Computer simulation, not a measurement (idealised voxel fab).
The process module presented herein is designated voxel capacitor over wiring.
Section cut is 280 nm wide and gridded with 5 nm square cells.
The cross-sections in this document take the form of a grid made of square cells. They are written out as bands, in order from top to bottom. Each band consists of one or more rows of cells.
Per band: top height and bottom height in nm, followed by the left-to-right materials and their widths in nm; "everywhere" marks a single material spanning edge to edge, "air" marks empty space.
Height 0 is the level under which the wafer as received is all one material. The lowest band goes on downwards, as in "0 nm and below".
When a width is written as two numbers, as in "30 to 40", the first number is the width in the top row of cells of the band and the second is the width in its bottom row, and the width changes by the same amount from each row to the next.
Given "stayed the same" for a step, no cell of the cross-section differs between before and after that step.
The label "Listed closed voids" introduces a list of the empty spaces, 8 cells or larger, that have no open way up to the top; each entry in it reads width x height at distance, where the distance is taken from the left edge and all three are stated in nm.
Note: text after step settings on the step line = simulator remark on that step.
overlay nm: mask right of planned place by this much (step with mask). Neg. = left.

## The planned process steps are enumerated hereunder
1) RECEIVE [material Si]
2) CONFORMAL_DEP [material SiO2] [thk nm 10]
3) CONFORMAL_DEP [material SiCN] [thk nm 5]
4) DIRECTIONAL_DEP [material lowk] [thk nm 25]
5) PATTERN [tone open] [mask id METAL_1] [material resist] [width nm 25] [pitch nm 90] [thk nm 15] [overlay nm 0]
6) DIRECTIONAL_ETCH [etch materials lowk] [depth nm 25]
7) DIRECTIONAL_ETCH [etch materials SiCN] [depth nm 5]
8) STRIP [etch materials resist]
9) CONFORMAL_DEP [material TiN] [thk nm 5]
10) FILL_DEP [material Cu] [thk nm 10]
11) CMP [height nm 40]
12) CONFORMAL_DEP [material SiCN] [thk nm 5]
13) DIRECTIONAL_DEP [material SiO2] [thk nm 15]
14) DIRECTIONAL_DEP [material aC] [thk nm 10]
15) PATTERN [tone open] [mask id PLUG_1] [material resist] [width nm 15] [thk nm 30] [overlay nm 0]
16) DIRECTIONAL_ETCH [etch materials aC] [depth nm 10]
17) STRIP [etch materials resist]
18) DIRECTIONAL_ETCH [etch materials SiO2] [depth nm 15]
19) DIRECTIONAL_ETCH [etch materials SiCN] [depth nm 5]
20) STRIP [etch materials aC]
21) EPI [material Ru] [thk nm 10]
22) EPI [material Ru] [thk nm 10]
23) DIRECTIONAL_DEP [material TiN] [thk nm 10]
24) DIRECTIONAL_DEP [material HfO2] [thk nm 5]
25) DIRECTIONAL_DEP [material TiN] [thk nm 10]
26) MASKED_ETCH [tone cover] [mask id UPPER_PLATE] [width nm 70] [etch materials TiN] [depth nm 10] [overlay nm 0]
27) MASKED_ETCH [tone cover] [mask id UPPER_PLATE] [width nm 70] [etch materials HfO2] [depth nm 5] [overlay nm 0]
28) MASKED_ETCH [tone cover] [mask id LOWER_PLATE] [width nm 80] [etch materials TiN] [depth nm 10] [overlay nm 0]
29) FILL_DEP [material SiO2] [thk nm 20]
30) CMP [height nm 100]
31) PATTERN [tone open] [mask id PLUG_2] [material resist] [width nm 15] [thk nm 20] [overlay nm 0]
32) DIRECTIONAL_ETCH [etch materials SiO2] [depth nm 15]
33) STRIP [etch materials resist]
34) CONFORMAL_DEP [material TiN] [thk nm 5]
35) FILL_DEP [material Ru] [thk nm 5]
36) CMP [height nm 100]
37) CONFORMAL_DEP [material SiN] [thk nm 5]

## What follows covers the first of two wafers; it ran as planned

## Cross-sectional view of the wafer in its as-received condition, corresponding to the state after step 1
- 0 nm and below | Si everywhere
- Listed closed voids: none

## after step 2
- 10 nm to 0 nm | SiO2 everywhere
- Nothing below the height 0 has changed.

## after step 3
- 15 nm to 10 nm | SiCN everywhere
- Nothing below the height 10 has changed.

## after step 4
- 40 nm to 15 nm | lowk everywhere
- Nothing below the height 15 has changed.

## after step 5
- 55 nm to 40 nm | resist=80 | air=25 | resist=65 | air=25 | resist=85
- Nothing below the height 40 has changed.

## after step 6
- 55 nm to 40 nm | resist=80 | air=25 | resist=65 | air=25 | resist=85
- 40 nm to 15 nm | lowk=80 | air=25 | lowk=65 | air=25 | lowk=85
- Nothing below the height 15 has changed.

## after step 7
- 55 nm to 40 nm | resist=80 | air=25 | resist=65 | air=25 | resist=85
- 40 nm to 15 nm | lowk=80 | air=25 | lowk=65 | air=25 | lowk=85
- 15 nm to 10 nm | SiCN=80 | air=25 | SiCN=65 | air=25 | SiCN=85
- Nothing below the height 10 has changed.

## after step 8
- 40 nm to 15 nm | lowk=80 | air=25 | lowk=65 | air=25 | lowk=85
- Nothing below the height 15 has changed.

## after step 9
- 45 nm to 40 nm | TiN=85 | air=15 | TiN=75 | air=15 | TiN=90
- 40 nm to 15 nm | lowk=80 | TiN=5 | air=15 | TiN=5 | lowk=65 | TiN=5 | air=15 | TiN=5 | lowk=85
- 15 nm to 10 nm | SiCN=80 | TiN=25 | SiCN=65 | TiN=25 | SiCN=85
- Nothing below the height 10 has changed.

## after step 10
- 55 nm to 45 nm | Cu everywhere
- 45 nm to 40 nm | TiN=85 | Cu=15 | TiN=75 | Cu=15 | TiN=90
- 40 nm to 15 nm | lowk=80 | TiN=5 | Cu=15 | TiN=5 | lowk=65 | TiN=5 | Cu=15 | TiN=5 | lowk=85
- Nothing below the height 15 has changed.

## after step 11
- 40 nm to 15 nm | lowk=80 | TiN=5 | Cu=15 | TiN=5 | lowk=65 | TiN=5 | Cu=15 | TiN=5 | lowk=85
- Nothing below the height 15 has changed.

## after step 12
- 45 nm to 40 nm | SiCN everywhere
- Nothing below the height 40 has changed.

## after step 13
- 60 nm to 45 nm | SiO2 everywhere
- Nothing below the height 45 has changed.

## after step 14
- 70 nm to 60 nm | aC everywhere
- Nothing below the height 60 has changed.

## after step 15
- 100 nm to 70 nm | resist=90 | air=15 | resist=175
- Nothing below the height 70 has changed.

## after step 16
- 90 nm to 70 nm | resist=90 | air=15 | resist=175
- 70 nm to 60 nm | aC=90 | air=15 | aC=175
- Nothing below the height 60 has changed.

## after step 17
- 70 nm to 60 nm | aC=90 | air=15 | aC=175
- Nothing below the height 60 has changed.

## after step 18
- 70 nm to 60 nm | aC=90 | air=15 | aC=175
- 60 nm to 45 nm | SiO2=90 | air=15 | SiO2=175
- Nothing below the height 45 has changed.

## after step 19
- 70 nm to 60 nm | aC=90 | air=15 | aC=175
- 60 nm to 45 nm | SiO2=90 | air=15 | SiO2=175
- 45 nm to 40 nm | SiCN=90 | air=15 | SiCN=175
- Nothing below the height 40 has changed.

## after step 20
- 60 nm to 45 nm | SiO2=90 | air=15 | SiO2=175
- Nothing below the height 45 has changed.

## after step 21
- 60 nm to 50 nm | SiO2=90 | air=15 | SiO2=175
- 50 nm to 45 nm | SiO2=90 | Ru=15 | SiO2=175
- 45 nm to 40 nm | SiCN=90 | Ru=15 | SiCN=175
- Nothing below the height 40 has changed.

## after step 22
- 60 nm to 45 nm | SiO2=90 | Ru=15 | SiO2=175
- Nothing below the height 45 has changed.

## after step 23
- 70 nm to 60 nm | TiN everywhere
- Nothing below the height 60 has changed.

## after step 24
- 75 nm to 70 nm | HfO2 everywhere
- Nothing below the height 70 has changed.

## after step 25
- 85 nm to 75 nm | TiN everywhere
- Nothing below the height 75 has changed.

## after step 26
- 85 nm to 75 nm | air=90 | TiN=70 | air=120
- Nothing below the height 75 has changed.

## after step 27
- 85 nm to 75 nm | air=90 | TiN=70 | air=120
- 75 nm to 70 nm | air=90 | HfO2=70 | air=120
- Nothing below the height 70 has changed.

## after step 28
- 85 nm to 75 nm | air=90 | TiN=70 | air=120
- 75 nm to 70 nm | air=90 | HfO2=70 | air=120
- 70 nm to 60 nm | air=85 | TiN=80 | air=115
- Nothing below the height 60 has changed.

## after step 29
- 105 nm to 85 nm | SiO2 everywhere
- 85 nm to 75 nm | SiO2=90 | TiN=70 | SiO2=120
- 75 nm to 70 nm | SiO2=90 | HfO2=70 | SiO2=120
- 70 nm to 60 nm | SiO2=85 | TiN=80 | SiO2=115
- Nothing below the height 60 has changed.

## after step 30
- 100 nm to 85 nm | SiO2 everywhere
- Nothing below the height 85 has changed.

## after step 31
- 120 nm to 100 nm | resist=100 | air=15 | resist=165
- Nothing below the height 100 has changed.

## after step 32
- 120 nm to 100 nm | resist=100 | air=15 | resist=165
- 100 nm to 85 nm | SiO2=100 | air=15 | SiO2=165
- Nothing below the height 85 has changed.

## after step 33
- 100 nm to 85 nm | SiO2=100 | air=15 | SiO2=165
- Nothing below the height 85 has changed.

## after step 34
- 105 nm to 100 nm | TiN=105 | air=5 | TiN=170
- 100 nm to 90 nm | SiO2=100 | TiN=5 | air=5 | TiN=5 | SiO2=165
- 90 nm to 85 nm | SiO2=100 | TiN=15 | SiO2=165
- Nothing below the height 85 has changed.

## after step 35
- 110 nm to 105 nm | Ru everywhere
- 105 nm to 100 nm | TiN=105 | Ru=5 | TiN=170
- 100 nm to 90 nm | SiO2=100 | TiN=5 | Ru=5 | TiN=5 | SiO2=165
- Nothing below the height 90 has changed.

## after step 36
- 100 nm to 90 nm | SiO2=100 | TiN=5 | Ru=5 | TiN=5 | SiO2=165
- Nothing below the height 90 has changed.

## after step 37
- 105 nm to 100 nm | SiN everywhere
- Nothing below the height 100 has changed.

## Wafer two of the pair: same origin, same plan, one error during the run; identical to wafer one up to and including step 20

## Cross-sectional representation of the second wafer at the time designated in the plan for the completion of step 22
- 70 nm to 60 nm | air=80 | Ru=35 | air=165
- 60 nm to 45 nm | SiO2=90 | Ru=15 | SiO2=175
- 45 nm to 40 nm | SiCN=90 | Ru=15 | SiCN=175
- Nothing below the height 40 has changed.

## Cross-sectional representation of the second wafer at the time designated in the plan for the completion of step 23
- 80 nm to 70 nm | air=80 | TiN=35 | air=165
- 70 nm to 60 nm | TiN=80 | Ru=35 | TiN=165
- Nothing below the height 60 has changed.

## Cross-sectional representation of the second wafer at the time designated in the plan for the completion of step 24
- 85 nm to 80 nm | air=80 | HfO2=35 | air=165
- 80 nm to 75 nm | air=80 | TiN=35 | air=165
- 75 nm to 70 nm | HfO2=80 | TiN=35 | HfO2=165
- Nothing below the height 70 has changed.

## Cross-sectional representation of the second wafer at the time designated in the plan for the completion of step 25
- 95 nm to 85 nm | air=80 | TiN=35 | air=165
- 85 nm to 80 nm | TiN=80 | HfO2=35 | TiN=165
- 80 nm to 75 nm | TiN everywhere
- Nothing below the height 75 has changed.

## Cross-sectional representation of the second wafer at the time designated in the plan for the completion of step 26
- 95 nm to 85 nm | air=90 | TiN=25 | air=165
- 85 nm to 80 nm | air=80 | HfO2=35 | TiN=45 | air=120
- 80 nm to 75 nm | air=80 | TiN=80 | air=120
- Nothing below the height 75 has changed.

## Cross-sectional representation of the second wafer at the time designated in the plan for the completion of step 27
- 95 nm to 85 nm | air=90 | TiN=25 | air=165
- 85 nm to 80 nm | air=90 | HfO2=25 | TiN=45 | air=120
- 80 nm to 75 nm | air=80 | TiN=80 | air=120
- 75 nm to 70 nm | air=80 | TiN=35 | HfO2=45 | air=120
- Nothing below the height 70 has changed.

## Cross-sectional representation of the second wafer at the time designated in the plan for the completion of step 28
- 95 nm to 85 nm | air=90 | TiN=25 | air=165
- 85 nm to 80 nm | air=90 | HfO2=25 | TiN=45 | air=120
- 80 nm to 75 nm | air=85 | TiN=75 | air=120
- 75 nm to 70 nm | air=85 | TiN=30 | HfO2=45 | air=120
- 70 nm to 60 nm | air=80 | Ru=35 | TiN=50 | air=115
- Nothing below the height 60 has changed.

## Cross-sectional representation of the second wafer at the time designated in the plan for the completion of step 29
- 115 nm to 95 nm | SiO2 everywhere
- 95 nm to 85 nm | SiO2=90 | TiN=25 | SiO2=165
- 85 nm to 80 nm | SiO2=90 | HfO2=25 | TiN=45 | SiO2=120
- 80 nm to 75 nm | SiO2=85 | TiN=75 | SiO2=120
- 75 nm to 70 nm | SiO2=85 | TiN=30 | HfO2=45 | SiO2=120
- 70 nm to 60 nm | SiO2=80 | Ru=35 | TiN=50 | SiO2=115
- Nothing below the height 60 has changed.

## Cross-sectional representation of the second wafer at the time designated in the plan for the completion of step 30
- 100 nm to 95 nm | SiO2 everywhere
- Nothing below the height 95 has changed.

## Cross-sectional representation of the second wafer at the time designated in the plan for the completion of step 31
- 120 nm to 100 nm | resist=100 | air=15 | resist=165
- Nothing below the height 100 has changed.

## Cross-sectional representation of the second wafer at the time designated in the plan for the completion of step 32
- 120 nm to 100 nm | resist=100 | air=15 | resist=165
- 100 nm to 95 nm | SiO2=100 | air=15 | SiO2=165
- Nothing below the height 95 has changed.

## Cross-sectional representation of the second wafer at the time designated in the plan for the completion of step 33
- 100 nm to 95 nm | SiO2=100 | air=15 | SiO2=165
- Nothing below the height 95 has changed.

## Cross-sectional representation of the second wafer at the time designated in the plan for the completion of step 34
- 105 nm to 100 nm | TiN=105 | air=5 | TiN=170
- 100 nm to 95 nm | SiO2=100 | TiN=15 | SiO2=165
- Nothing below the height 95 has changed.

## Cross-sectional representation of the second wafer at the time designated in the plan for the completion of step 35
- 110 nm to 105 nm | Ru everywhere
- 105 nm to 100 nm | TiN=105 | Ru=5 | TiN=170
- Nothing below the height 100 has changed.

## Cross-sectional representation of the second wafer at the time designated in the plan for the completion of step 36
- 100 nm to 95 nm | SiO2=100 | TiN=15 | SiO2=165
- Nothing below the height 95 has changed.

## Cross-sectional representation of the second wafer at the time designated in the plan for the completion of step 37
- 105 nm to 100 nm | SiN everywhere
- Nothing below the height 100 has changed.
Processing error: one of the steps 21 and 22, which are alike, was run twice
It is noted that, at the conclusion of processing, the second wafer exhibits a higher or lower cell count for certain materials relative to the first: 12 more of Ru | 8 fewer of SiO2 | 4 fewer of TiN
